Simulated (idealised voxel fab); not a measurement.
A process module follows: voxel transistor to metal.
The figure presents cross-section cut, which has a width of 205 nm and is divided into square cells with an edge length of 5 nm.
Cross-section spec: square-cell grid; bands listed top down; each band is one or more rows. Band entry format. Leading values: height of top, height of bottom, nm. Remainder: materials in left-to-right order, each with its width in nm. Special words: "everywhere" on a single material, which then fills the band edge to edge; "blank", empty space. Basically, 0 is our baseline, since under it the wafer straight out of the box is all one material. The bottom band has no lower end and keeps on going down, so it looks like "top 0, no bottom". It should be noted that a width expressed as "30..40" varies in equal increments from row to row of cells within the band, taking the value of the first number at the top row and that of the second number at the bottom row. The designation "nothing changed", where it is given for a processing step, indicates that no cell of the cross-section was altered in the course of that step. The entry "Enclosed void listing" lists the empty spaces that cover at least 8 cells and have no open path to the top. Each is written as width x height at distance, where the distance is measured from the left edge and all three values are in nm. Past the settings on a step's line: simulator remark, on that step. The line of a step may include "overlay nm". On a step with a mask, this value is how far to the right of its planned place the mask lay. A negative value means the mask lay to the left.
## The steps planned for the process are as follows
step 1: op RECEIVE | material Si
step 2: op CONFORMAL_DEP | material SiO2 | thk nm 5
step 3: op CONFORMAL_DEP | material SiN | thk nm 10
step 4: op MASKED_ETCH | tone cover | mask id ACTIVE | width nm 110 | etch materials SiN | depth nm 10 | overlay nm 0
step 5: op MASKED_ETCH | tone cover | mask id ACTIVE | width nm 110 | etch materials SiO2 | depth nm 5 | overlay nm 0
step 6: op MASKED_ETCH | tone cover | mask id ACTIVE | width nm 110 | etch materials Si | depth nm 25 | overlay nm 0
step 7: op FILL_DEP | material SiO2 | thk nm 15
step 8: op CMP | height nm 15
step 9: op SELECTIVE_ETCH | etch materials SiO2 | depth nm 5
step 10: op STRIP | etch materials SiN
step 11: op SELECTIVE_ETCH | etch materials SiO2 | depth nm 5
step 12: op OXIDIZE | depth nm 5
step 13: op DIRECTIONAL_DEP | material polySi | thk nm 20
step 14: op DIRECTIONAL_DEP | material SiCN | thk nm 10
step 15: op MASKED_ETCH | tone cover | mask id GATE | width nm 20 | etch materials SiCN | depth nm 20 | overlay nm 0
step 16: op MASKED_ETCH | tone cover | mask id GATE | width nm 20 | etch materials polySi | depth nm 30 | overlay nm 0
step 17: op CONFORMAL_DEP | material SiN | thk nm 10
step 18: op DIRECTIONAL_ETCH | etch materials SiN | depth nm 10
step 19: op DIRECTIONAL_ETCH | etch materials SiO2 | depth nm 5
step 20: op DIRECTIONAL_ETCH | etch materials Si | depth nm 5
step 21: op EPI | material SiGe | thk nm 5
step 22: op FILL_DEP | material SiO2 | thk nm 5
step 23: op CMP | height nm 30
step 24: op DIRECTIONAL_DEP | material SiO2 | thk nm 15
step 25: op PATTERN | tone open | mask id CONTACT | material resist | width nm 20 | pitch nm 80 | thk nm 15 | overlay nm 0
step 26: op DIRECTIONAL_ETCH | etch materials SiO2 | depth nm 50
step 27: op STRIP | etch materials resist
step 28: op CONFORMAL_DEP | material TiN | thk nm 5
step 29: op FILL_DEP | material W | thk nm 5
step 30: op CMP | height nm 45
step 31: op CONFORMAL_DEP | material SiCN | thk nm 5
step 32: op DIRECTIONAL_DEP | material lowk | thk nm 25
step 33: op MASKED_ETCH | tone open | mask id METAL_1 | width nm 20 | pitch nm 80 | etch materials lowk | depth nm 25 | overlay nm 0
step 34: op MASKED_ETCH | tone open | mask id METAL_1 | width nm 20 | pitch nm 80 | etch materials SiCN | depth nm 5 | overlay nm 0
step 35: op CONFORMAL_DEP | material TiN | thk nm 5
step 36: op FILL_DEP | material Cu | thk nm 10
step 37: op CMP | height nm 75
step 38: op CONFORMAL_DEP | material SiCN | thk nm 5
step 39: op DIRECTIONAL_DEP | material SiO2 | thk nm 30
step 40: op MASKED_ETCH | tone open | mask id METAL_2 | width nm 20 | pitch nm 80 | etch materials SiO2 | depth nm 15 | overlay nm 0
step 41: op MASKED_ETCH | tone open | mask id METAL_2_HOLES | width nm 15 | pitch nm 80 | etch materials SiO2 | depth nm 15 | overlay nm 0
step 42: op MASKED_ETCH | tone open | mask id METAL_2_HOLES | width nm 15 | pitch nm 80 | etch materials SiCN | depth nm 5 | overlay nm 0
step 43: op CONFORMAL_DEP | material TiN | thk nm 5
step 44: op FILL_DEP | material Cu | thk nm 10
step 45: op CMP | height nm 110
step 46: op CONFORMAL_DEP | material SiCN | thk nm 5
## As-received state of the wafer in cross-section, equivalent to post-step 1
- top 0, no bottom = Si everywhere
- Enclosed void listing: none
## first wafer at the end, as planned
- top 115, bottom 110 = SiCN everywhere
- top 110, bottom 100 = 50 of SiO2 / 5 of TiN / 10 of Cu / 5 of TiN / 60 of SiO2 / 5 of TiN / 10 of Cu / 5 of TiN / 55 of SiO2
- top 100, bottom 95 = 50 of SiO2 / 5 of TiN / 5 of Cu / 10 of TiN / 60 of SiO2 / 5 of TiN / 5 of Cu / 10 of TiN / 55 of SiO2
- top 95, bottom 80 = 50 of SiO2 / 5 of TiN / 5 of Cu / 5 of TiN / 65 of SiO2 / 5 of TiN / 5 of Cu / 5 of TiN / 60 of SiO2
- top 80, bottom 75 = 50 of SiCN / 15 of TiN / 65 of SiCN / 15 of TiN / 60 of SiCN
- top 75, bottom 50 = 50 of lowk / 5 of TiN / 10 of Cu / 5 of TiN / 60 of lowk / 5 of TiN / 10 of Cu / 5 of TiN / 55 of lowk
- top 50, bottom 45 = 50 of SiCN / 20 of TiN / 60 of SiCN / 20 of TiN / 55 of SiCN
- top 45, bottom 30 = 50 of SiO2 / 5 of TiN / 10 of W / 5 of TiN / 60 of SiO2 / 5 of TiN / 10 of W / 5 of TiN / 55 of SiO2
- top 30, bottom 20 = 50 of SiO2 / 5 of TiN / 10 of W / 5 of TiN / 10 of SiO2 / 10 of SiN / 20 of SiCN / 10 of SiN / 10 of SiO2 / 5 of TiN / 10 of W / 5 of TiN / 55 of SiO2
- top 20, bottom 5 = 50 of SiO2 / 5 of TiN / 10 of W / 5 of TiN / 10 of SiO2 / 10 of SiN / 20 of polySi / 10 of SiN / 10 of SiO2 / 5 of TiN / 10 of W / 5 of TiN / 55 of SiO2
- top 5, bottom 0 = 40 of SiO2 / 10 of SiN / 10 of TiN / 5 of W / 5 of TiN / 10 of SiO2 / 10 of SiN / 20 of polySi / 10 of SiN / 10 of SiO2 / 5 of TiN / 5 of W / 10 of TiN / 10 of SiN / 45 of SiO2
- top 0, bottom -5 = 50 of SiO2 / 5 of SiGe / 15 of TiN / 5 of SiO2 / 5 of SiGe / 40 of SiO2 / 5 of SiGe / 5 of SiO2 / 15 of TiN / 5 of SiGe / 55 of SiO2
- top -5, bottom -10 = 45 of SiO2 / 5 of Si / 30 of SiGe / 40 of Si / 30 of SiGe / 5 of Si / 50 of SiO2
- top -10, bottom -25 = 45 of SiO2 / 110 of Si / 50 of SiO2
- top -25, no bottom = Si everywhere
- Enclosed void listing: none
## Wafer two cross-section, module end. Start and plan unchanged from wafer one; one mistake made during the run
- top 115, bottom 110 = SiCN everywhere
- top 110, bottom 100 = 50 of SiO2 / 5 of TiN / 10..5 of Cu / 5..10 of TiN / 60 of SiO2 / 5 of TiN / 10..5 of Cu / 5..10 of TiN / 55 of SiO2
- top 100, bottom 85 = 50 of SiO2 / 5 of TiN / 5 of Cu / 5 of TiN / 65 of SiO2 / 5 of TiN / 5 of Cu / 5 of TiN / 60 of SiO2
- top 85, bottom 80 = 50 of SiCN / 15 of TiN / 65 of SiCN / 15 of TiN / 60 of SiCN
- top 80, bottom 75 = 55 of TiN / 10 of Cu / 70 of TiN / 10 of Cu / 60 of TiN
- top 75, bottom 50 = 50 of lowk / 5 of TiN / 10 of Cu / 5 of TiN / 60 of lowk / 5 of TiN / 10 of Cu / 5 of TiN / 55 of lowk
- top 50, bottom 45 = 50 of SiCN / 20 of TiN / 60 of SiCN / 20 of TiN / 55 of SiCN
- top 45, bottom 30 = 50 of SiO2 / 5 of TiN / 10 of W / 5 of TiN / 60 of SiO2 / 5 of TiN / 10 of W / 5 of TiN / 55 of SiO2
- top 30, bottom 20 = 50 of SiO2 / 5 of TiN / 10 of W / 5 of TiN / 10 of SiO2 / 10 of SiN / 20 of SiCN / 10 of SiN / 10 of SiO2 / 5 of TiN / 10 of W / 5 of TiN / 55 of SiO2
- top 20, bottom 5 = 50 of SiO2 / 5 of TiN / 10 of W / 5 of TiN / 10 of SiO2 / 10 of SiN / 20 of polySi / 10 of SiN / 10 of SiO2 / 5 of TiN / 10 of W / 5 of TiN / 55 of SiO2
- top 5, bottom 0 = 40 of SiO2 / 10 of SiN / 10 of TiN / 5 of W / 5 of TiN / 10 of SiO2 / 10 of SiN / 20 of polySi / 10 of SiN / 10 of SiO2 / 5 of TiN / 5 of W / 10 of TiN / 10 of SiN / 45 of SiO2
- top 0, bottom -5 = 50 of SiO2 / 5 of SiGe / 15 of TiN / 5 of SiO2 / 5 of SiGe / 40 of SiO2 / 5 of SiGe / 5 of SiO2 / 15 of TiN / 5 of SiGe / 55 of SiO2
- top -5, bottom -10 = 45 of SiO2 / 5 of Si / 30 of SiGe / 40 of Si / 30 of SiGe / 5 of Si / 50 of SiO2
- top -10, bottom -25 = 45 of SiO2 / 110 of Si / 50 of SiO2
- top -25, no bottom = Si everywhere
- Enclosed void listing: none
Where did the run depart from the plan? planned and actual differ for step 37; actual: op CMP | height nm 80
Final cells, second wafer relative to first, materials higher or lower: -33 SiO2; +33 TiN
